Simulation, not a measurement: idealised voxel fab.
The following process module bears the name voxel trench capacitor.
Each square cell in cross-section cut measures 5 nm, and the section as a whole is 175 nm wide.
Cross-section = grid of square cells, listed top down in bands; band = one or more rows. A band entry consists of two parts. The first gives the height of the band's top and the height of its bottom, in nm. The rest lists the band's materials from left to right, each with its width in nm. A single material labelled with the word "everywhere" fills the band from edge to edge, and the word "air" marks empty space. Ref level 0: as-received wafer is one material below here. Bottom band extends down with no lower bound ("top 0, no bottom"). Think of "30 to 40" as a width that walks from the first number to the second as you go down the band, top row to bottom row, taking equal-sized steps from row to row. Basically "nothing different" means that step didn't change any cell in the cross-section. "Enclosed void inventory" specifies each empty space that is not open to the top and that occupies no fewer than 8 cells, using the form width x height at distance, the distance measured from the left edge and all three quantities in nm. Read whatever lies past the settings on a step's line as the simulator's own remark about the step. A step's line can hold "overlay nm"; with a mask on that step, the setting says how far right of the planned place the mask lay, while a negative setting says it lay to the left.

# Listed below are the process steps as planned
step 1: op RECEIVE | material Si
step 2: op CONFORMAL_DEP | material SiN | thk nm 10
step 3: op DIRECTIONAL_DEP | material aC | thk nm 5
step 4: op PATTERN | tone open | mask id TRENCH | material resist | width nm 25 | pitch nm 40 | thk nm 30 | overlay nm 0
step 5: op DIRECTIONAL_ETCH | etch materials aC | depth nm 15
step 6: op STRIP | etch materials resist
step 7: op DIRECTIONAL_ETCH | etch materials SiN | depth nm 10
step 8: op DIRECTIONAL_ETCH | etch materials Si | depth nm 35
step 9: op STRIP | etch materials aC
step 10: op CONFORMAL_DEP | material Al2O3 | thk nm 5
step 11: op CONFORMAL_DEP | material TiN | thk nm 5
step 12: op FILL_DEP | material W | thk nm 10
step 13: op CMP | height nm 10
Where the wafers of this document differ is in the thk nm of step 3; they start out the same, and the plan states the value that applied to the first wafer.

# The as-received cross-section of the first of several wafers corresponds to the state after step 1
- top 0, no bottom: Si everywhere
- Enclosed void inventory: none

# Depicted here is the first of several wafers in cross-section, at module completion following the last step, step 13
- top 10, bottom 0: SiN 35  Al2O3 5  TiN 5  W 5  TiN 5  Al2O3 5  SiN 15  Al2O3 5  TiN 5  W 5  TiN 5  Al2O3 5  SiN 15  Al2O3 5  TiN 5  W 5  TiN 5  Al2O3 5  SiN 35
- top 0, bottom -25: Si 35  Al2O3 5  TiN 5  W 5  TiN 5  Al2O3 5  Si 15  Al2O3 5  TiN 5  W 5  TiN 5  Al2O3 5  Si 15  Al2O3 5  TiN 5  W 5  TiN 5  Al2O3 5  Si 35
- top -25, bottom -30: Si 35  Al2O3 5  TiN 15  Al2O3 5  Si 15  Al2O3 5  TiN 15  Al2O3 5  Si 15  Al2O3 5  TiN 15  Al2O3 5  Si 35
- top -30, bottom -35: Si 35  Al2O3 25  Si 15  Al2O3 25  Si 15  Al2O3 25  Si 35
- top -35, no bottom: Si everywhere
- Enclosed void inventory: none

# Of the several wafers, the last: cross-section at the end of the module
- top 10, bottom 0: SiN everywhere
- top 0, no bottom: Si everywhere
- Enclosed void inventory: none

# Here is how to read the rows: every wafer has a row, and it shows the wafer at the end of the module, giving for each material how many cells were gained (+) or lost (-) since the wafer was received, then listing its closed voids
thk nm 5; +63 Al2O3; -105 Si; +40 SiN; +51 TiN; +21 W; Enclosed void inventory: none
thk nm 10; +63 Al2O3; -105 Si; +40 SiN; +51 TiN; +21 W; Enclosed void inventory: none
thk nm 15; +63 Al2O3; -105 Si; +40 SiN; +51 TiN; +21 W; Enclosed void inventory: none
thk nm 20; +70 SiN; Enclosed void inventory: none
thk nm 25; +70 SiN; Enclosed void inventory: none
thk nm 30; +70 SiN; Enclosed void inventory: none
